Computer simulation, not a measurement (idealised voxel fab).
Name of the process module below: voxel plated lines
The figure presents cross-section cut, which has a width of 245 nm and is divided into square cells with an edge length of 5 nm.
Notation: cross-section as square-cell grid; stated in bands, top first, going down; one or more cell rows per band. Top, bottom (nm), then materials left to right with widths (nm); lone material tagged "all across" fills the whole band edge to edge; "air" = empty space. Below 0: as-received wafer, all one material; heights counted from there. Lowest band: no bottom, goes on down, written "0 down". With a width like "30..40", each row of cells in the band differs from the next by the same amount, the top row carrying the first number and the bottom row the second. You'll sometimes find "identical to before" written for a step, and that's the way of saying that nowhere in the cross-section did a cell change during that step. Empty spaces without an open route to the top, at least 8 cells in extent, make up the entry "Fully sealed voids"; each is given as width x height at distance, where the distance is measured from the left edge, and all are in nm. Where a step's line continues beyond its settings, the continuation is a remark by the simulator itself on that step. Regarding "overlay nm": on a step with a mask, it is the distance the mask lay to the right of its planned place; a negative value places it to the left.
THESE ARE THE STEPS WE PLANNED FOR THE PROCESS
1. RECEIVE,material Si
2. CONFORMAL_DEP,material SiN,thk nm 15
3. DIRECTIONAL_DEP,material TiN,thk nm 5
4. PATTERN,tone open,mask id LINES,material resist,width nm 20,pitch nm 45,thk nm 15,overlay nm 0
5. EPI,material Ru,thk nm 10
6. STRIP,etch materials resist
7. DIRECTIONAL_ETCH,etch materials TiN,depth nm 5
8. CONFORMAL_DEP,material SiO2,thk nm 5
CROSS-SECTIONAL VIEW OF THE WAFER IN ITS AS-RECEIVED CONDITION, CORRESPONDING TO THE STATE AFTER STEP 1
0 down | Si all across
Fully sealed voids: none
WAFER AT MODULE END, IN SECTION. BEGAN AS ABOVE, PLANNED AS ABOVE, RUN WITH ONE MISTAKE
35 to 30 | SiO2 50 / air 10 / SiO2 35 / air 10 / SiO2 35 / air 10 / SiO2 35 / air 10 / SiO2 50
30 to 20 | Ru 45 / SiO2 5 / air 10 / SiO2 5 / Ru 25 / SiO2 5 / air 10 / SiO2 5 / Ru 25 / SiO2 5 / air 10 / SiO2 5 / Ru 25 / SiO2 5 / air 10 / SiO2 5 / Ru 45
20 to 15 | TiN 45 / SiO2 20 / TiN 25 / SiO2 20 / TiN 25 / SiO2 20 / TiN 25 / SiO2 20 / TiN 45
15 to 0 | SiN all across
0 down | Si all across
Fully sealed voids: none
Against the plan, the run slipped here: heads up, step 4 didn't go per plan, it actually ran as PATTERN,tone cover,mask id LINES,material resist,width nm 20,pitch nm 45,thk nm 15,overlay nm 0
